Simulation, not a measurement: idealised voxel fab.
process module | voxel spacer lines
cross-section cut | 175 nm wide | cells 5 nm
A cross-section is a grid of square cells, given in bands from the top down. A band is one or more rows of cells.
Each band's line starts with the height of the band's top and of its bottom, in nm. Then come its materials from left to right, each with its width in nm. One material with "throughout" fills the band from edge to edge. "air" is empty space.
Height 0 is the level under which the wafer as received is all one material. The lowest band goes on downwards, as in "0 down".
A width such as "30 to 40" changes by the same amount from each row of cells to the next, from the band's top row to its bottom row.
"no change" after a step means that no cell of the cross-section changed.
closed voids: empty space of 8 cells or more with no open way to the top, each as width x height at its distance from the left edge, in nm
after a step's settings: what the simulator itself notes on the step
overlay nm, on a step with a mask: how far to the right of its planned place the mask lay; to the left if negative
Each pair below shows a cross-section before one step and the cross-section after it, down to the lowest band that changed. The line under each pair gives the step between them, with its settings. The pairs can come from different runs of this module on the same starting wafer, so a pair continues from the pair above only where its "before" says so.
before
  0 down: Si throughout
  closed voids: none
after
  10 to 0: Al2O3 throughout
  below 0: unchanged
  closed voids: none
the step between: op CONFORMAL_DEP | material Al2O3 | thk nm 10
before: the cross-section after the pair above
after
  25 to 10: TiN throughout
  below 10: unchanged
  closed voids: none
the step between: op DIRECTIONAL_DEP | material TiN | thk nm 15
before: the cross-section after the pair above
after
  50 to 25: polySi throughout
  below 25: unchanged
  closed voids: none
the step between: op DIRECTIONAL_DEP | material polySi | thk nm 25
before: the cross-section after the pair above
after
  80 to 50: air 40 | resist 25 | air 45 | resist 25 | air 40
  below 50: unchanged
  closed voids: none
the step between: op PATTERN | tone cover | mask id MANDREL | material resist | width nm 25 | pitch nm 70 | thk nm 30 | overlay nm 0
before: the cross-section after the pair above
after
  80 to 50: air 40 | resist 25 | air 45 | resist 25 | air 40
  50 to 25: air 40 | polySi 25 | air 45 | polySi 25 | air 40
  below 25: unchanged
  closed voids: none
the step between: op DIRECTIONAL_ETCH | etch materials polySi | depth nm 25
before: the cross-section after the pair above
after
  50 to 25: air 40 | polySi 25 | air 45 | polySi 25 | air 40
  below 25: unchanged
  closed voids: none
the step between: op STRIP | etch materials resist
before: the cross-section after the pair above
after
  60 to 50: air 30 | SiN 45 | air 25 | SiN 45 | air 30
  50 to 35: air 30 | SiN 10 | polySi 25 | SiN 10 | air 25 | SiN 10 | polySi 25 | SiN 10 | air 30
  35 to 25: SiN 40 | polySi 25 | SiN 45 | polySi 25 | SiN 40
  below 25: unchanged
  closed voids: none
the step between: op CONFORMAL_DEP | material SiN | thk nm 10
before: the cross-section after the pair above
after
  50 to 25: air 30 | SiN 10 | polySi 25 | SiN 10 | air 25 | SiN 10 | polySi 25 | SiN 10 | air 30
  below 25: unchanged
  closed voids: none
the step between: op DIRECTIONAL_ETCH | etch materials SiN | depth nm 10
before: the cross-section after the pair above
after
  50 to 25: air 30 | SiN 10 | air 25 | SiN 10 | air 25 | SiN 10 | air 25 | SiN 10 | air 30
  below 25: unchanged
  closed voids: none
the step between: op STRIP | etch materials polySi
before: the cross-section after the pair above
after
  50 to 25: air 30 | SiN 10 | air 25 | SiN 10 | air 25 | SiN 10 | air 25 | SiN 10 | air 30
  25 to 10: air 30 | TiN 10 | air 25 | TiN 10 | air 25 | TiN 10 | air 25 | TiN 10 | air 30
  below 10: unchanged
  closed voids: none
the step between: op DIRECTIONAL_ETCH | etch materials TiN | depth nm 15
before: the cross-section after the pair above
after
  25 to 10: air 30 | TiN 10 | air 25 | TiN 10 | air 25 | TiN 10 | air 25 | TiN 10 | air 30
  below 10: unchanged
  closed voids: none
the step between: op STRIP | etch materials SiN
before
  0 down: Si throughout
  closed voids: none
after
  15 to 0: TiN throughout
  below 0: unchanged
  closed voids: none
the step between: op DIRECTIONAL_DEP | material TiN | thk nm 15
before: the cross-section after the pair above
after
  40 to 15: polySi throughout
  below 15: unchanged
  closed voids: none
the step between: op DIRECTIONAL_DEP | material polySi | thk nm 25
before: the cross-section after the pair above
after
  70 to 40: air 40 | resist 25 | air 45 | resist 25 | air 40
  below 40: unchanged
  closed voids: none
the step between: op PATTERN | tone cover | mask id MANDREL | material resist | width nm 25 | pitch nm 70 | thk nm 30 | overlay nm 0
before: the cross-section after the pair above
after
  70 to 40: air 40 | resist 25 | air 45 | resist 25 | air 40
  40 to 15: air 40 | polySi 25 | air 45 | polySi 25 | air 40
  below 15: unchanged
  closed voids: none
the step between: op DIRECTIONAL_ETCH | etch materials polySi | depth nm 25
before: the cross-section after the pair above
after
  40 to 15: air 40 | polySi 25 | air 45 | polySi 25 | air 40
  below 15: unchanged
  closed voids: none
the step between: op STRIP | etch materials resist
before: the cross-section after the pair above
after
  50 to 40: air 30 | SiN 45 | air 25 | SiN 45 | air 30
  40 to 25: air 30 | SiN 10 | polySi 25 | SiN 10 | air 25 | SiN 10 | polySi 25 | SiN 10 | air 30
  25 to 15: SiN 40 | polySi 25 | SiN 45 | polySi 25 | SiN 40
  below 15: unchanged
  closed voids: none
the step between: op CONFORMAL_DEP | material SiN | thk nm 10
before: the cross-section after the pair above
after
  40 to 15: air 30 | SiN 10 | polySi 25 | SiN 10 | air 25 | SiN 10 | polySi 25 | SiN 10 | air 30
  below 15: unchanged
  closed voids: none
the step between: op DIRECTIONAL_ETCH | etch materials SiN | depth nm 10
before: the cross-section after the pair above
after
  40 to 15: air 30 | SiN 10 | air 25 | SiN 10 | air 25 | SiN 10 | air 25 | SiN 10 | air 30
  below 15: unchanged
  closed voids: none
the step between: op STRIP | etch materials polySi
before: the cross-section after the pair above
after
  40 to 15: air 30 | SiN 10 | air 25 | SiN 10 | air 25 | SiN 10 | air 25 | SiN 10 | air 30
  15 to 0: air 30 | TiN 10 | air 25 | TiN 10 | air 25 | TiN 10 | air 25 | TiN 10 | air 30
  below 0: unchanged
  closed voids: none
the step between: op DIRECTIONAL_ETCH | etch materials TiN | depth nm 15
before: the cross-section after the pair above
after
  15 to 0: air 30 | TiN 10 | air 25 | TiN 10 | air 25 | TiN 10 | air 25 | TiN 10 | air 30
  below 0: unchanged
  closed voids: none
the step between: op STRIP | etch materials SiN
before
  25 to 10: TiN throughout
  10 to 0: Al2O3 throughout
  0 down: Si throughout
  closed voids: none
after
  40 to 10: TiN throughout
  below 10: unchanged
  closed voids: none
the step between: op DIRECTIONAL_DEP | material TiN | thk nm 15
before: the cross-section after the pair above
after
  65 to 40: polySi throughout
  below 40: unchanged
  closed voids: none
the step between: op DIRECTIONAL_DEP | material polySi | thk nm 25
before: the cross-section after the pair above
after
  95 to 65: air 40 | resist 25 | air 45 | resist 25 | air 40
  below 65: unchanged
  closed voids: none
the step between: op PATTERN | tone cover | mask id MANDREL | material resist | width nm 25 | pitch nm 70 | thk nm 30 | overlay nm 0
before: the cross-section after the pair above
after
  95 to 65: air 40 | resist 25 | air 45 | resist 25 | air 40
  65 to 40: air 40 | polySi 25 | air 45 | polySi 25 | air 40
  below 40: unchanged
  closed voids: none
the step between: op DIRECTIONAL_ETCH | etch materials polySi | depth nm 25
before: the cross-section after the pair above
after
  65 to 40: air 40 | polySi 25 | air 45 | polySi 25 | air 40
  below 40: unchanged
  closed voids: none
the step between: op STRIP | etch materials resist
before: the cross-section after the pair above
after
  75 to 65: air 30 | SiN 45 | air 25 | SiN 45 | air 30
  65 to 50: air 30 | SiN 10 | polySi 25 | SiN 10 | air 25 | SiN 10 | polySi 25 | SiN 10 | air 30
  50 to 40: SiN 40 | polySi 25 | SiN 45 | polySi 25 | SiN 40
  below 40: unchanged
  closed voids: none
the step between: op CONFORMAL_DEP | material SiN | thk nm 10
before: the cross-section after the pair above
after
  65 to 40: air 30 | SiN 10 | polySi 25 | SiN 10 | air 25 | SiN 10 | polySi 25 | SiN 10 | air 30
  below 40: unchanged
  closed voids: none
the step between: op DIRECTIONAL_ETCH | etch materials SiN | depth nm 10
before: the cross-section after the pair above
after
  65 to 40: air 30 | SiN 10 | air 25 | SiN 10 | air 25 | SiN 10 | air 25 | SiN 10 | air 30
  below 40: unchanged
  closed voids: none
the step between: op STRIP | etch materials polySi
before: the cross-section after the pair above
after
  65 to 40: air 30 | SiN 10 | air 25 | SiN 10 | air 25 | SiN 10 | air 25 | SiN 10 | air 30
  40 to 25: air 30 | TiN 10 | air 25 | TiN 10 | air 25 | TiN 10 | air 25 | TiN 10 | air 30
  below 25: unchanged
  closed voids: none
the step between: op DIRECTIONAL_ETCH | etch materials TiN | depth nm 15
before: the cross-section after the pair above
after
  40 to 25: air 30 | TiN 10 | air 25 | TiN 10 | air 25 | TiN 10 | air 25 | TiN 10 | air 30
  below 25: unchanged
  closed voids: none
the step between: op STRIP | etch materials SiN
before
  10 to 0: Al2O3 throughout
  0 down: Si throughout
  closed voids: none
after
  35 to 10: polySi throughout
  below 10: unchanged
  closed voids: none
the step between: op DIRECTIONAL_DEP | material polySi | thk nm 25
before: the cross-section after the pair above
after
  50 to 35: TiN throughout
  below 35: unchanged
  closed voids: none
the step between: op DIRECTIONAL_DEP | material TiN | thk nm 15
before: the cross-section after the pair above
after
  80 to 50: air 40 | resist 25 | air 45 | resist 25 | air 40
  below 50: unchanged
  closed voids: none
the step between: op PATTERN | tone cover | mask id MANDREL | material resist | width nm 25 | pitch nm 70 | thk nm 30 | overlay nm 0
before: the cross-section after the pair above
after
  50 to 35: TiN throughout
  below 35: unchanged
  closed voids: none
the step between: op STRIP | etch materials resist
before: the cross-section after the pair above
after
  60 to 50: SiN throughout
  below 50: unchanged
  closed voids: none
the step between: op CONFORMAL_DEP | material SiN | thk nm 10
before: the cross-section after the pair above
after
  50 to 35: TiN throughout
  below 35: unchanged
  closed voids: none
the step between: op DIRECTIONAL_ETCH | etch materials SiN | depth nm 10
before: the cross-section after the pair above
after
  35 to 10: polySi throughout
  below 10: unchanged
  closed voids: none
the step between: op DIRECTIONAL_ETCH | etch materials TiN | depth nm 15
before
  0 down: Si throughout
  closed voids: none
after
  5 to 0: Al2O3 throughout
  below 0: unchanged
  closed voids: none
the step between: op CONFORMAL_DEP | material Al2O3 | thk nm 5
before: the cross-section after the pair above
after
  20 to 5: TiN throughout
  below 5: unchanged
  closed voids: none
the step between: op DIRECTIONAL_DEP | material TiN | thk nm 15
before: the cross-section after the pair above
after
  45 to 20: polySi throughout
  below 20: unchanged
  closed voids: none
the step between: op DIRECTIONAL_DEP | material polySi | thk nm 25
before: the cross-section after the pair above
after
  75 to 45: air 40 | resist 25 | air 45 | resist 25 | air 40
  below 45: unchanged
  closed voids: none
the step between: op PATTERN | tone cover | mask id MANDREL | material resist | width nm 25 | pitch nm 70 | thk nm 30 | overlay nm 0
before: the cross-section after the pair above
after
  75 to 45: air 40 | resist 25 | air 45 | resist 25 | air 40
  45 to 20: air 40 | polySi 25 | air 45 | polySi 25 | air 40
  below 20: unchanged
  closed voids: none
the step between: op DIRECTIONAL_ETCH | etch materials polySi | depth nm 25
before: the cross-section after the pair above
after
  45 to 20: air 40 | polySi 25 | air 45 | polySi 25 | air 40
  below 20: unchanged
  closed voids: none
the step between: op STRIP | etch materials resist
before: the cross-section after the pair above
after
  55 to 45: air 30 | SiN 45 | air 25 | SiN 45 | air 30
  45 to 30: air 30 | SiN 10 | polySi 25 | SiN 10 | air 25 | SiN 10 | polySi 25 | SiN 10 | air 30
  30 to 20: SiN 40 | polySi 25 | SiN 45 | polySi 25 | SiN 40
  below 20: unchanged
  closed voids: none
the step between: op CONFORMAL_DEP | material SiN | thk nm 10
before: the cross-section after the pair above
after
  45 to 20: air 30 | SiN 10 | polySi 25 | SiN 10 | air 25 | SiN 10 | polySi 25 | SiN 10 | air 30
  below 20: unchanged
  closed voids: none
the step between: op DIRECTIONAL_ETCH | etch materials SiN | depth nm 10
before: the cross-section after the pair above
after
  45 to 20: air 30 | SiN 10 | air 25 | SiN 10 | air 25 | SiN 10 | air 25 | SiN 10 | air 30
  below 20: unchanged
  closed voids: none
the step between: op STRIP | etch materials polySi
before: the cross-section after the pair above
after
  45 to 20: air 30 | SiN 10 | air 25 | SiN 10 | air 25 | SiN 10 | air 25 | SiN 10 | air 30
  20 to 5: air 30 | TiN 10 | air 25 | TiN 10 | air 25 | TiN 10 | air 25 | TiN 10 | air 30
  below 5: unchanged
  closed voids: none
the step between: op DIRECTIONAL_ETCH | etch materials TiN | depth nm 15
before: the cross-section after the pair above
after
  20 to 5: air 30 | TiN 10 | air 25 | TiN 10 | air 25 | TiN 10 | air 25 | TiN 10 | air 30
  below 5: unchanged
  closed voids: none
the step between: op STRIP | etch materials SiN
before
  50 to 25: polySi throughout
  25 to 10: TiN throughout
  10 to 0: Al2O3 throughout
  0 down: Si throughout
  closed voids: none
after
  80 to 50: air 45 | resist 20 | air 50 | resist 20 | air 40
  below 50: unchanged
  closed voids: none
the step between: op PATTERN | tone cover | mask id MANDREL | material resist | width nm 20 | pitch nm 70 | thk nm 30 | overlay nm 0
before: the cross-section after the pair above
after
  80 to 50: air 45 | resist 20 | air 50 | resist 20 | air 40
  50 to 25: air 45 | polySi 20 | air 50 | polySi 20 | air 40
  below 25: unchanged
  closed voids: none
the step between: op DIRECTIONAL_ETCH | etch materials polySi | depth nm 25
before: the cross-section after the pair above
after
  50 to 25: air 45 | polySi 20 | air 50 | polySi 20 | air 40
  below 25: unchanged
  closed voids: none
the step between: op STRIP | etch materials resist
before: the cross-section after the pair above
after
  60 to 50: air 35 | SiN 40 | air 30 | SiN 40 | air 30
  50 to 35: air 35 | SiN 10 | polySi 20 | SiN 10 | air 30 | SiN 10 | polySi 20 | SiN 10 | air 30
  35 to 25: SiN 45 | polySi 20 | SiN 50 | polySi 20 | SiN 40
  below 25: unchanged
  closed voids: none
the step between: op CONFORMAL_DEP | material SiN | thk nm 10
before: the cross-section after the pair above
after
  50 to 25: air 35 | SiN 10 | polySi 20 | SiN 10 | air 30 | SiN 10 | polySi 20 | SiN 10 | air 30
  below 25: unchanged
  closed voids: none
the step between: op DIRECTIONAL_ETCH | etch materials SiN | depth nm 10
before: the cross-section after the pair above
after
  50 to 25: air 35 | SiN 10 | air 20 | SiN 10 | air 30 | SiN 10 | air 20 | SiN 10 | air 30
  below 25: unchanged
  closed voids: none
the step between: op STRIP | etch materials polySi
before: the cross-section after the pair above
after
  50 to 25: air 35 | SiN 10 | air 20 | SiN 10 | air 30 | SiN 10 | air 20 | SiN 10 | air 30
  25 to 10: air 35 | TiN 10 | air 20 | TiN 10 | air 30 | TiN 10 | air 20 | TiN 10 | air 30
  below 10: unchanged
  closed voids: none
the step between: op DIRECTIONAL_ETCH | etch materials TiN | depth nm 15
before: the cross-section after the pair above
after
  25 to 10: air 35 | TiN 10 | air 20 | TiN 10 | air 30 | TiN 10 | air 20 | TiN 10 | air 30
  below 10: unchanged
  closed voids: none
the step between: op STRIP | etch materials SiN
before
  50 to 25: polySi throughout
  25 to 10: TiN throughout
  10 to 0: Al2O3 throughout
  0 down: Si throughout
  closed voids: none
after
  80 to 50: air 50 | resist 25 | air 45 | resist 25 | air 30
  below 50: unchanged
  closed voids: none
the step between: op PATTERN | tone cover | mask id MANDREL | material resist | width nm 25 | pitch nm 70 | thk nm 30 | overlay nm 10
before: the cross-section after the pair above
after
  80 to 50: air 50 | resist 25 | air 45 | resist 25 | air 30
  50 to 25: air 50 | polySi 25 | air 45 | polySi 25 | air 30
  below 25: unchanged
  closed voids: none
the step between: op DIRECTIONAL_ETCH | etch materials polySi | depth nm 25
before: the cross-section after the pair above
after
  50 to 25: air 50 | polySi 25 | air 45 | polySi 25 | air 30
  below 25: unchanged
  closed voids: none
the step between: op STRIP | etch materials resist
before: the cross-section after the pair above
after
  60 to 50: air 40 | SiN 45 | air 25 | SiN 45 | air 20
  50 to 35: air 40 | SiN 10 | polySi 25 | SiN 10 | air 25 | SiN 10 | polySi 25 | SiN 10 | air 20
  35 to 25: SiN 50 | polySi 25 | SiN 45 | polySi 25 | SiN 30
  below 25: unchanged
  closed voids: none
the step between: op CONFORMAL_DEP | material SiN | thk nm 10
before: the cross-section after the pair above
after
  50 to 25: air 40 | SiN 10 | polySi 25 | SiN 10 | air 25 | SiN 10 | polySi 25 | SiN 10 | air 20
  below 25: unchanged
  closed voids: none
the step between: op DIRECTIONAL_ETCH | etch materials SiN | depth nm 10
before: the cross-section after the pair above
after
  50 to 25: air 40 | SiN 10 | air 25 | SiN 10 | air 25 | SiN 10 | air 25 | SiN 10 | air 20
  below 25: unchanged
  closed voids: none
the step between: op STRIP | etch materials polySi
before: the cross-section after the pair above
after
  50 to 25: air 40 | SiN 10 | air 25 | SiN 10 | air 25 | SiN 10 | air 25 | SiN 10 | air 20
  25 to 10: air 40 | TiN 10 | air 25 | TiN 10 | air 25 | TiN 10 | air 25 | TiN 10 | air 20
  below 10: unchanged
  closed voids: none
the step between: op DIRECTIONAL_ETCH | etch materials TiN | depth nm 15
before: the cross-section after the pair above
after
  25 to 10: air 40 | TiN 10 | air 25 | TiN 10 | air 25 | TiN 10 | air 25 | TiN 10 | air 20
  below 10: unchanged
  closed voids: none
the step between: op STRIP | etch materials SiN
before
  10 to 0: Al2O3 throughout
  0 down: Si throughout
  closed voids: none
after
  25 to 0: Al2O3 throughout
  below 0: unchanged
  closed voids: none
the step between: op DIRECTIONAL_DEP | material Al2O3 | thk nm 15
before: the cross-section after the pair above
after
  50 to 25: polySi throughout
  below 25: unchanged
  closed voids: none
the step between: op DIRECTIONAL_DEP | material polySi | thk nm 25
before: the cross-section after the pair above
after
  80 to 50: air 40 | resist 25 | air 45 | resist 25 | air 40
  below 50: unchanged
  closed voids: none
the step between: op PATTERN | tone cover | mask id MANDREL | material resist | width nm 25 | pitch nm 70 | thk nm 30 | overlay nm 0
before: the cross-section after the pair above
after
  80 to 50: air 40 | resist 25 | air 45 | resist 25 | air 40
  50 to 25: air 40 | polySi 25 | air 45 | polySi 25 | air 40
  below 25: unchanged
  closed voids: none
the step between: op DIRECTIONAL_ETCH | etch materials polySi | depth nm 25
before: the cross-section after the pair above
after
  50 to 25: air 40 | polySi 25 | air 45 | polySi 25 | air 40
  below 25: unchanged
  closed voids: none
the step between: op STRIP | etch materials resist
before: the cross-section after the pair above
after
  60 to 50: air 30 | SiN 45 | air 25 | SiN 45 | air 30
  50 to 35: air 30 | SiN 10 | polySi 25 | SiN 10 | air 25 | SiN 10 | polySi 25 | SiN 10 | air 30
  35 to 25: SiN 40 | polySi 25 | SiN 45 | polySi 25 | SiN 40
  below 25: unchanged
  closed voids: none
the step between: op CONFORMAL_DEP | material SiN | thk nm 10
before: the cross-section after the pair above
after
  50 to 25: air 30 | SiN 10 | polySi 25 | SiN 10 | air 25 | SiN 10 | polySi 25 | SiN 10 | air 30
  below 25: unchanged
  closed voids: none
the step between: op DIRECTIONAL_ETCH | etch materials SiN | depth nm 10
before: the cross-section after the pair above
after
  50 to 25: air 30 | SiN 10 | air 25 | SiN 10 | air 25 | SiN 10 | air 25 | SiN 10 | air 30
  below 25: unchanged
  closed voids: none
the step between: op STRIP | etch materials polySi
before: the cross-section after the pair above
after
  25 to 0: Al2O3 throughout
  below 0: unchanged
  closed voids: none
the step between: op STRIP | etch materials SiN
before
  50 to 25: polySi throughout
  25 to 10: TiN throughout
  10 to 0: Al2O3 throughout
  0 down: Si throughout
  closed voids: none
after
  80 to 50: resist 40 | air 25 | resist 45 | air 25 | resist 40
  below 50: unchanged
  closed voids: none
the step between: op PATTERN | tone open | mask id MANDREL | material resist | width nm 25 | pitch nm 70 | thk nm 30 | overlay nm 0
before: the cross-section after the pair above
after
  80 to 50: resist 40 | air 25 | resist 45 | air 25 | resist 40
  50 to 25: polySi 40 | air 25 | polySi 45 | air 25 | polySi 40
  below 25: unchanged
  closed voids: none
the step between: op DIRECTIONAL_ETCH | etch materials polySi | depth nm 25
before: the cross-section after the pair above
after
  50 to 25: polySi 40 | air 25 | polySi 45 | air 25 | polySi 40
  below 25: unchanged
  closed voids: none
the step between: op STRIP | etch materials resist
before: the cross-section after the pair above
after
  60 to 50: SiN 50 | air 5 | SiN 65 | air 5 | SiN 50
  50 to 35: polySi 40 | SiN 10 | air 5 | SiN 10 | polySi 45 | SiN 10 | air 5 | SiN 10 | polySi 40
  35 to 25: polySi 40 | SiN 25 | polySi 45 | SiN 25 | polySi 40
  below 25: unchanged
  closed voids: none
the step between: op CONFORMAL_DEP | material SiN | thk nm 10
before: the cross-section after the pair above
after
  50 to 25: polySi 40 | SiN 10 | air 5 | SiN 10 | polySi 45 | SiN 10 | air 5 | SiN 10 | polySi 40
  below 25: unchanged
  closed voids: none
the step between: op DIRECTIONAL_ETCH | etch materials SiN | depth nm 10
before: the cross-section after the pair above
after
  50 to 25: air 40 | SiN 10 | air 5 | SiN 10 | air 45 | SiN 10 | air 5 | SiN 10 | air 40
  below 25: unchanged
  closed voids: none
the step between: op STRIP | etch materials polySi
before: the cross-section after the pair above
after
  50 to 25: air 40 | SiN 10 | air 5 | SiN 10 | air 45 | SiN 10 | air 5 | SiN 10 | air 40
  25 to 10: air 40 | TiN 10 | air 5 | TiN 10 | air 45 | TiN 10 | air 5 | TiN 10 | air 40
  below 10: unchanged
  closed voids: none
the step between: op DIRECTIONAL_ETCH | etch materials TiN | depth nm 15
before: the cross-section after the pair above
after
  25 to 10: air 40 | TiN 10 | air 5 | TiN 10 | air 45 | TiN 10 | air 5 | TiN 10 | air 40
  below 10: unchanged
  closed voids: none
the step between: op STRIP | etch materials SiN
